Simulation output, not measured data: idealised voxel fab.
Process module under the name voxel gate over fins
In the cross-section labelled cut, the width is 255 nm and each square cell is 5 nm.
This document writes a cross-section as a grid whose cells are square, and gives it as bands, listed from the top down; one or more rows of cells form a band.
Band entry format. Leading values: height of top, height of bottom, nm. Remainder: materials in left-to-right order, each with its width in nm. Special words: "edge to edge" on a single material, which then fills the band edge to edge; "blank", empty space.
A quick word on heights: they are counted from 0, and under that level the wafer as it came to us is one material throughout. The lowest band is different from the rest in having no bottom; it simply continues downward, written as in "0 down".
With a width like "30..40", each row of cells in the band differs from the next by the same amount, the top row carrying the first number and the bottom row the second.
Where a step carries "changes: none", the cross-section came out of it unchanged, cell for cell.
Entry "Voids, sealed" = empty spaces >= 8 cells with no open way to the top; each as width x height at distance, distance from left edge, all nm.
Anything after a step's settings on that line? It's the simulator's own note about the step.
What "overlay nm" on a step's line means: if the step has a mask, that mask lay this far to the right of its planned place, or, when the value is negative, to the left.
Below is the list of planned process steps
1,RECEIVE,material Si
2,CONFORMAL_DEP,material SiN,thk nm 5
3,PATTERN,tone cover,mask id FINS,material resist,width nm 15,pitch nm 35,thk nm 20,overlay nm 0
4,DIRECTIONAL_ETCH,etch materials SiN,depth nm 5
5,DIRECTIONAL_ETCH,etch materials Si,depth nm 40
6,STRIP,etch materials resist
7,OXIDIZE,depth nm 5
8,FILL_DEP,material SiO2,thk nm 10
9,CMP,height nm 5
10,SELECTIVE_ETCH,etch materials SiO2,depth nm 15
11,STRIP,etch materials SiN
12,CONFORMAL_DEP,material HfO2,thk nm 5
13,CONFORMAL_DEP,material TiN,thk nm 5
14,CONFORMAL_DEP,material TiAl,thk nm 5
15,CONFORMAL_DEP,material TiN,thk nm 5
16,FILL_DEP,material W,thk nm 15
17,CMP,height nm 30
18,CONFORMAL_DEP,material SiCN,thk nm 10
First wafer, two in total, run as planned
Incoming wafer, cross-sectional view, post step 1
    0 down = Si edge to edge
    Voids, sealed: none
Cross-section of the wafer subsequent to step 2
    5 to 0 = SiN edge to edge
    Under the height 0 nothing was changed.
Cross-section of the wafer subsequent to step 3
    25 to 5 = blank=65  resist=15  blank=20  resist=15  blank=20  resist=15  blank=20  resist=15  blank=70
    Under the height 5 nothing was changed.
Cross-section of the wafer subsequent to step 4
    25 to 5 = blank=65  resist=15  blank=20  resist=15  blank=20  resist=15  blank=20  resist=15  blank=70
    5 to 0 = blank=65  SiN=15  blank=20  SiN=15  blank=20  SiN=15  blank=20  SiN=15  blank=70
    Under the height 0 nothing was changed.
Cross-section of the wafer subsequent to step 5
    25 to 5 = blank=65  resist=15  blank=20  resist=15  blank=20  resist=15  blank=20  resist=15  blank=70
    5 to 0 = blank=65  SiN=15  blank=20  SiN=15  blank=20  SiN=15  blank=20  SiN=15  blank=70
    0 to -40 = blank=65  Si=15  blank=20  Si=15  blank=20  Si=15  blank=20  Si=15  blank=70
    Under the height -40 nothing was changed.
Cross-section of the wafer subsequent to step 6
    5 to 0 = blank=65  SiN=15  blank=20  SiN=15  blank=20  SiN=15  blank=20  SiN=15  blank=70
    Under the height 0 nothing was changed.
Cross-section of the wafer subsequent to step 7
    5 to 0 = blank=65  SiN=15  blank=20  SiN=15  blank=20  SiN=15  blank=20  SiN=15  blank=70
    0 to -40 = blank=65  SiO2=5  Si=5  SiO2=5  blank=20  SiO2=5  Si=5  SiO2=5  blank=20  SiO2=5  Si=5  SiO2=5  blank=20  SiO2=5  Si=5  SiO2=5  blank=70
    -40 to -45 = SiO2=70  Si=5  SiO2=30  Si=5  SiO2=30  Si=5  SiO2=30  Si=5  SiO2=75
    Under the height -45 nothing was changed.
Cross-section of the wafer subsequent to step 8
    15 to 5 = SiO2 edge to edge
    5 to 0 = SiO2=65  SiN=15  SiO2=20  SiN=15  SiO2=20  SiN=15  SiO2=20  SiN=15  SiO2=70
    0 to -45 = SiO2=70  Si=5  SiO2=30  Si=5  SiO2=30  Si=5  SiO2=30  Si=5  SiO2=75
    Under the height -45 nothing was changed.
Cross-section of the wafer subsequent to step 9
    5 to 0 = SiO2=65  SiN=15  SiO2=20  SiN=15  SiO2=20  SiN=15  SiO2=20  SiN=15  SiO2=70
    Under the height 0 nothing was changed.
Cross-section of the wafer subsequent to step 10
    5 to 0 = blank=65  SiN=15  blank=20  SiN=15  blank=20  SiN=15  blank=20  SiN=15  blank=70
    0 to -10 = blank=70  Si=5  blank=30  Si=5  blank=30  Si=5  blank=30  Si=5  blank=75
    Under the height -10 nothing was changed.
Cross-section of the wafer subsequent to step 11
    0 to -10 = blank=70  Si=5  blank=30  Si=5  blank=30  Si=5  blank=30  Si=5  blank=75
    Under the height -10 nothing was changed.
Cross-section of the wafer subsequent to step 12
    5 to 0 = blank=65  HfO2=15  blank=20  HfO2=15  blank=20  HfO2=15  blank=20  HfO2=15  blank=70
    0 to -5 = blank=65  HfO2=5  Si=5  HfO2=5  blank=20  HfO2=5  Si=5  HfO2=5  blank=20  HfO2=5  Si=5  HfO2=5  blank=20  HfO2=5  Si=5  HfO2=5  blank=70
    -5 to -10 = HfO2=70  Si=5  HfO2=30  Si=5  HfO2=30  Si=5  HfO2=30  Si=5  HfO2=75
    Under the height -10 nothing was changed.
Cross-section of the wafer subsequent to step 13
    10 to 5 = blank=60  TiN=25  blank=10  TiN=25  blank=10  TiN=25  blank=10  TiN=25  blank=65
    5 to 0 = blank=60  TiN=5  HfO2=15  TiN=5  blank=10  TiN=5  HfO2=15  TiN=5  blank=10  TiN=5  HfO2=15  TiN=5  blank=10  TiN=5  HfO2=15  TiN=5  blank=65
    0 to -5 = TiN=65  HfO2=5  Si=5  HfO2=5  TiN=20  HfO2=5  Si=5  HfO2=5  TiN=20  HfO2=5  Si=5  HfO2=5  TiN=20  HfO2=5  Si=5  HfO2=5  TiN=70
    Under the height -5 nothing was changed.
Cross-section of the wafer subsequent to step 14
    15 to 10 = blank=55  TiAl=140  blank=60
    10 to 5 = blank=55  TiAl=5  TiN=25  TiAl=10  TiN=25  TiAl=10  TiN=25  TiAl=10  TiN=25  TiAl=5  blank=60
    5 to 0 = TiAl=60  TiN=5  HfO2=15  TiN=5  TiAl=10  TiN=5  HfO2=15  TiN=5  TiAl=10  TiN=5  HfO2=15  TiN=5  TiAl=10  TiN=5  HfO2=15  TiN=5  TiAl=65
    Under the height 0 nothing was changed.
Cross-section of the wafer subsequent to step 15
    20 to 15 = blank=50  TiN=150  blank=55
    15 to 10 = blank=50  TiN=5  TiAl=140  TiN=5  blank=55
    10 to 5 = TiN=55  TiAl=5  TiN=25  TiAl=10  TiN=25  TiAl=10  TiN=25  TiAl=10  TiN=25  TiAl=5  TiN=60
    Under the height 5 nothing was changed.
Cross-section of the wafer subsequent to step 16
    35 to 20 = W edge to edge
    20 to 15 = W=50  TiN=150  W=55
    15 to 10 = W=50  TiN=5  TiAl=140  TiN=5  W=55
    Under the height 10 nothing was changed.
Cross-section of the wafer subsequent to step 17
    30 to 20 = W edge to edge
    Under the height 20 nothing was changed.
Cross-section of the wafer subsequent to step 18
    40 to 30 = SiCN edge to edge
    Under the height 30 nothing was changed.
The second wafer: identical to the first at the outset and in its planned sequence, differing only in that one mistake was made during processing; up to and including step 9, its path is the first wafer's path
Cross-section of the second wafer at the time by which step 10 should have been completed according to the plan
    5 to 0 = blank=65  SiN=15  blank=20  SiN=15  blank=20  SiN=15  blank=20  SiN=15  blank=70
    0 to -25 = blank=70  Si=5  blank=30  Si=5  blank=30  Si=5  blank=30  Si=5  blank=75
    Under the height -25 nothing was changed.
Cross-section of the second wafer at the time by which step 11 should have been completed according to the plan
    0 to -25 = blank=70  Si=5  blank=30  Si=5  blank=30  Si=5  blank=30  Si=5  blank=75
    Under the height -25 nothing was changed.
Cross-section of the second wafer at the time by which step 12 should have been completed according to the plan
    5 to 0 = blank=65  HfO2=15  blank=20  HfO2=15  blank=20  HfO2=15  blank=20  HfO2=15  blank=70
    0 to -20 = blank=65  HfO2=5  Si=5  HfO2=5  blank=20  HfO2=5  Si=5  HfO2=5  blank=20  HfO2=5  Si=5  HfO2=5  blank=20  HfO2=5  Si=5  HfO2=5  blank=70
    -20 to -25 = HfO2=70  Si=5  HfO2=30  Si=5  HfO2=30  Si=5  HfO2=30  Si=5  HfO2=75
    Under the height -25 nothing was changed.
Cross-section of the second wafer at the time by which step 13 should have been completed according to the plan
    10 to 5 = blank=60  TiN=25  blank=10  TiN=25  blank=10  TiN=25  blank=10  TiN=25  blank=65
    5 to 0 = blank=60  TiN=5  HfO2=15  TiN=5  blank=10  TiN=5  HfO2=15  TiN=5  blank=10  TiN=5  HfO2=15  TiN=5  blank=10  TiN=5  HfO2=15  TiN=5  blank=65
    0 to -15 = blank=60  TiN=5  HfO2=5  Si=5  HfO2=5  TiN=5  blank=10  TiN=5  HfO2=5  Si=5  HfO2=5  TiN=5  blank=10  TiN=5  HfO2=5  Si=5  HfO2=5  TiN=5  blank=10  TiN=5  HfO2=5  Si=5  HfO2=5  TiN=5  blank=65
    -15 to -20 = TiN=65  HfO2=5  Si=5  HfO2=5  TiN=20  HfO2=5  Si=5  HfO2=5  TiN=20  HfO2=5  Si=5  HfO2=5  TiN=20  HfO2=5  Si=5  HfO2=5  TiN=70
    Under the height -20 nothing was changed.
Cross-section of the second wafer at the time by which step 14 should have been completed according to the plan
    15 to 10 = blank=55  TiAl=140  blank=60
    10 to 5 = blank=55  TiAl=5  TiN=25  TiAl=10  TiN=25  TiAl=10  TiN=25  TiAl=10  TiN=25  TiAl=5  blank=60
    5 to 0 = blank=55  TiAl=5  TiN=5  HfO2=15  TiN=5  TiAl=10  TiN=5  HfO2=15  TiN=5  TiAl=10  TiN=5  HfO2=15  TiN=5  TiAl=10  TiN=5  HfO2=15  TiN=5  TiAl=5  blank=60
    0 to -10 = blank=55  TiAl=5  TiN=5  HfO2=5  Si=5  HfO2=5  TiN=5  TiAl=10  TiN=5  HfO2=5  Si=5  HfO2=5  TiN=5  TiAl=10  TiN=5  HfO2=5  Si=5  HfO2=5  TiN=5  TiAl=10  TiN=5  HfO2=5  Si=5  HfO2=5  TiN=5  TiAl=5  blank=60
    -10 to -15 = TiAl=60  TiN=5  HfO2=5  Si=5  HfO2=5  TiN=5  TiAl=10  TiN=5  HfO2=5  Si=5  HfO2=5  TiN=5  TiAl=10  TiN=5  HfO2=5  Si=5  HfO2=5  TiN=5  TiAl=10  TiN=5  HfO2=5  Si=5  HfO2=5  TiN=5  TiAl=65
    Under the height -15 nothing was changed.
Cross-section of the second wafer at the time by which step 15 should have been completed according to the plan
    20 to 15 = blank=50  TiN=150  blank=55
    15 to 10 = blank=50  TiN=5  TiAl=140  TiN=5  blank=55
    10 to 5 = blank=50  TiN=5  TiAl=5  TiN=25  TiAl=10  TiN=25  TiAl=10  TiN=25  TiAl=10  TiN=25  TiAl=5  TiN=5  blank=55
    5 to 0 = blank=50  TiN=5  TiAl=5  TiN=5  HfO2=15  TiN=5  TiAl=10  TiN=5  HfO2=15  TiN=5  TiAl=10  TiN=5  HfO2=15  TiN=5  TiAl=10  TiN=5  HfO2=15  TiN=5  TiAl=5  TiN=5  blank=55
    0 to -5 = blank=50  TiN=5  TiAl=5  TiN=5  HfO2=5  Si=5  HfO2=5  TiN=5  TiAl=10  TiN=5  HfO2=5  Si=5  HfO2=5  TiN=5  TiAl=10  TiN=5  HfO2=5  Si=5  HfO2=5  TiN=5  TiAl=10  TiN=5  HfO2=5  Si=5  HfO2=5  TiN=5  TiAl=5  TiN=5  blank=55
    -5 to -10 = TiN=55  TiAl=5  TiN=5  HfO2=5  Si=5  HfO2=5  TiN=5  TiAl=10  TiN=5  HfO2=5  Si=5  HfO2=5  TiN=5  TiAl=10  TiN=5  HfO2=5  Si=5  HfO2=5  TiN=5  TiAl=10  TiN=5  HfO2=5  Si=5  HfO2=5  TiN=5  TiAl=5  TiN=60
    Under the height -10 nothing was changed.
Cross-section of the second wafer at the time by which step 16 should have been completed according to the plan
    35 to 20 = W edge to edge
    20 to 15 = W=50  TiN=150  W=55
    15 to 10 = W=50  TiN=5  TiAl=140  TiN=5  W=55
    10 to 5 = W=50  TiN=5  TiAl=5  TiN=25  TiAl=10  TiN=25  TiAl=10  TiN=25  TiAl=10  TiN=25  TiAl=5  TiN=5  W=55
    5 to 0 = W=50  TiN=5  TiAl=5  TiN=5  HfO2=15  TiN=5  TiAl=10  TiN=5  HfO2=15  TiN=5  TiAl=10  TiN=5  HfO2=15  TiN=5  TiAl=10  TiN=5  HfO2=15  TiN=5  TiAl=5  TiN=5  W=55
    0 to -5 = W=50  TiN=5  TiAl=5  TiN=5  HfO2=5  Si=5  HfO2=5  TiN=5  TiAl=10  TiN=5  HfO2=5  Si=5  HfO2=5  TiN=5  TiAl=10  TiN=5  HfO2=5  Si=5  HfO2=5  TiN=5  TiAl=10  TiN=5  HfO2=5  Si=5  HfO2=5  TiN=5  TiAl=5  TiN=5  W=55
    Under the height -5 nothing was changed.
Cross-section of the second wafer at the time by which step 17 should have been completed according to the plan
    30 to 20 = W edge to edge
    Under the height 20 nothing was changed.
Cross-section of the second wafer at the time by which step 18 should have been completed according to the plan
    40 to 30 = SiCN edge to edge
    Under the height 30 nothing was changed.
Want to know what went wrong? step 10 from the plan got run twice
Upon completion, the second wafer contains, in terms of cells, a greater or smaller amount of certain materials than the first wafer: +24 HfO2, -141 SiO2, +24 TiAl, +30 TiN, +63 W
